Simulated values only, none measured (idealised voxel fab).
The process module presented herein is designated voxel fin reveal.
Section cut is 220 nm wide and gridded with 5 nm square cells.
A cross-section is written here as square cells arranged in a grid, and it is given in bands from the top down, each band taking up one or more rows of cells. Read a band's entry like this: the first values are the height of its top and the height of its bottom in nm, and what follows is the sequence of materials from left to right, each with its width in nm. Note that "blank" is empty space, and that a single material marked "full width" reaches across the band from edge to edge. Height is counted from the level 0, under which the received wafer is composed throughout of one material. The lowest of the bands is not closed at the bottom but continues downward, in the notation "0..down". Width "30 to 40": first value at the band's top row of cells, second value at its bottom row, equal change from row to row. Basically "identical to before" means that step didn't change any cell in the cross-section. Closed empty spaces (no open way to the top) of 8 cells or more are what "Closed void catalog" lists, each as width x height at distance from the left edge, nm for all three. Anything after a step's settings on that line? It's the simulator's own note about the step. The setting "overlay nm" may be written on the line of a step. When the step uses a mask, the value reports how far to the right of the planned place the mask lay, and a negative value reports that it lay to the left.
The steps planned for the process are as follows:
- 1: op RECEIVE | material Si
- 2: op CONFORMAL_DEP | material SiN | thk nm 10
- 3: op MASKED_ETCH | tone cover | mask id FINS | width nm 15 | pitch nm 35 | etch materials SiN | depth nm 10 | overlay nm 0
- 4: op MASKED_ETCH | tone cover | mask id FINS | width nm 15 | pitch nm 35 | etch materials Si | depth nm 40 | overlay nm 0
- 5: op OXIDIZE | depth nm 5
- 6: op FILL_DEP | material SiO2 | thk nm 15
- 7: op CMP | height nm 10
- 8: op SELECTIVE_ETCH | etch materials SiO2 | depth nm 30
- 9: op STRIP | etch materials SiN
First of the two wafers, run per plan:
Step 1 complete: cross-section of the wafer as received:
- 0..down: Si full width
- Closed void catalog: none
Wafer section view after processing step 2:
- 10..0: SiN full width
- Anything lower than 0 is untouched.
Wafer section view after processing step 3:
- 10..0: blank: 65, then SiN: 15, then blank: 20, then SiN: 15, then blank: 20, then SiN: 15, then blank: 70
- Anything lower than 0 is untouched.
Wafer section view after processing step 4:
- 10..0: blank: 65, then SiN: 15, then blank: 20, then SiN: 15, then blank: 20, then SiN: 15, then blank: 70
- 0..-40: blank: 65, then Si: 15, then blank: 20, then Si: 15, then blank: 20, then Si: 15, then blank: 70
- Anything lower than -40 is untouched.
Wafer section view after processing step 5:
- 10..0: blank: 65, then SiN: 15, then blank: 20, then SiN: 15, then blank: 20, then SiN: 15, then blank: 70
- 0..-40: blank: 65, then SiO2: 5, then Si: 5, then SiO2: 5, then blank: 20, then SiO2: 5, then Si: 5, then SiO2: 5, then blank: 20, then SiO2: 5, then Si: 5, then SiO2: 5, then blank: 70
- -40..-45: SiO2: 70, then Si: 5, then SiO2: 30, then Si: 5, then SiO2: 30, then Si: 5, then SiO2: 75
- Anything lower than -45 is untouched.
Wafer section view after processing step 6:
- 25..10: SiO2 full width
- 10..0: SiO2: 65, then SiN: 15, then SiO2: 20, then SiN: 15, then SiO2: 20, then SiN: 15, then SiO2: 70
- 0..-45: SiO2: 70, then Si: 5, then SiO2: 30, then Si: 5, then SiO2: 30, then Si: 5, then SiO2: 75
- Anything lower than -45 is untouched.
Wafer section view after processing step 7:
- 10..0: SiO2: 65, then SiN: 15, then SiO2: 20, then SiN: 15, then SiO2: 20, then SiN: 15, then SiO2: 70
- Anything lower than 0 is untouched.
Wafer section view after processing step 8:
- 10..0: blank: 65, then SiN: 15, then blank: 20, then SiN: 15, then blank: 20, then SiN: 15, then blank: 70
- 0..-20: blank: 70, then Si: 5, then blank: 30, then Si: 5, then blank: 30, then Si: 5, then blank: 75
- Anything lower than -20 is untouched.
Wafer section view after processing step 9:
- 0..-20: blank: 70, then Si: 5, then blank: 30, then Si: 5, then blank: 30, then Si: 5, then blank: 75
- Anything lower than -20 is untouched.
Second of two: same start, same plan, one run error; steps up to and including 3 match the first:
The second wafer in cross-section, at the planned close of step 4:
- 10..0: blank: 65, then SiN: 15, then blank: 20, then SiN: 15, then blank: 20, then SiN: 15, then blank: 70
- 0..-45: blank: 65, then Si: 15, then blank: 20, then Si: 15, then blank: 20, then Si: 15, then blank: 70
- Anything lower than -45 is untouched.
The second wafer in cross-section, at the planned close of step 5:
- 10..0: blank: 65, then SiN: 15, then blank: 20, then SiN: 15, then blank: 20, then SiN: 15, then blank: 70
- 0..-45: blank: 65, then SiO2: 5, then Si: 5, then SiO2: 5, then blank: 20, then SiO2: 5, then Si: 5, then SiO2: 5, then blank: 20, then SiO2: 5, then Si: 5, then SiO2: 5, then blank: 70
- -45..-50: SiO2: 70, then Si: 5, then SiO2: 30, then Si: 5, then SiO2: 30, then Si: 5, then SiO2: 75
- Anything lower than -50 is untouched.
The second wafer in cross-section, at the planned close of step 6:
- 25..10: SiO2 full width
- 10..0: SiO2: 65, then SiN: 15, then SiO2: 20, then SiN: 15, then SiO2: 20, then SiN: 15, then SiO2: 70
- 0..-50: SiO2: 70, then Si: 5, then SiO2: 30, then Si: 5, then SiO2: 30, then Si: 5, then SiO2: 75
- Anything lower than -50 is untouched.
The second wafer in cross-section, at the planned close of step 7:
- 10..0: SiO2: 65, then SiN: 15, then SiO2: 20, then SiN: 15, then SiO2: 20, then SiN: 15, then SiO2: 70
- Anything lower than 0 is untouched.
The second wafer in cross-section, at the planned close of step 8:
- 10..0: blank: 65, then SiN: 15, then blank: 20, then SiN: 15, then blank: 20, then SiN: 15, then blank: 70
- 0..-20: blank: 70, then Si: 5, then blank: 30, then Si: 5, then blank: 30, then Si: 5, then blank: 75
- Anything lower than -20 is untouched.
The second wafer in cross-section, at the planned close of step 9:
- 0..-20: blank: 70, then Si: 5, then blank: 30, then Si: 5, then blank: 30, then Si: 5, then blank: 75
- Anything lower than -20 is untouched.
The mistake made against the process plan was this: rather than as planned, step 4 actually ran as op MASKED_ETCH | tone cover | mask id FINS | width nm 15 | pitch nm 35 | etch materials Si | depth nm 45 | overlay nm 0
End check, counted in cells, second wafer has more or fewer of these materials than the first: Si: 41 fewer | SiO2: 41 more
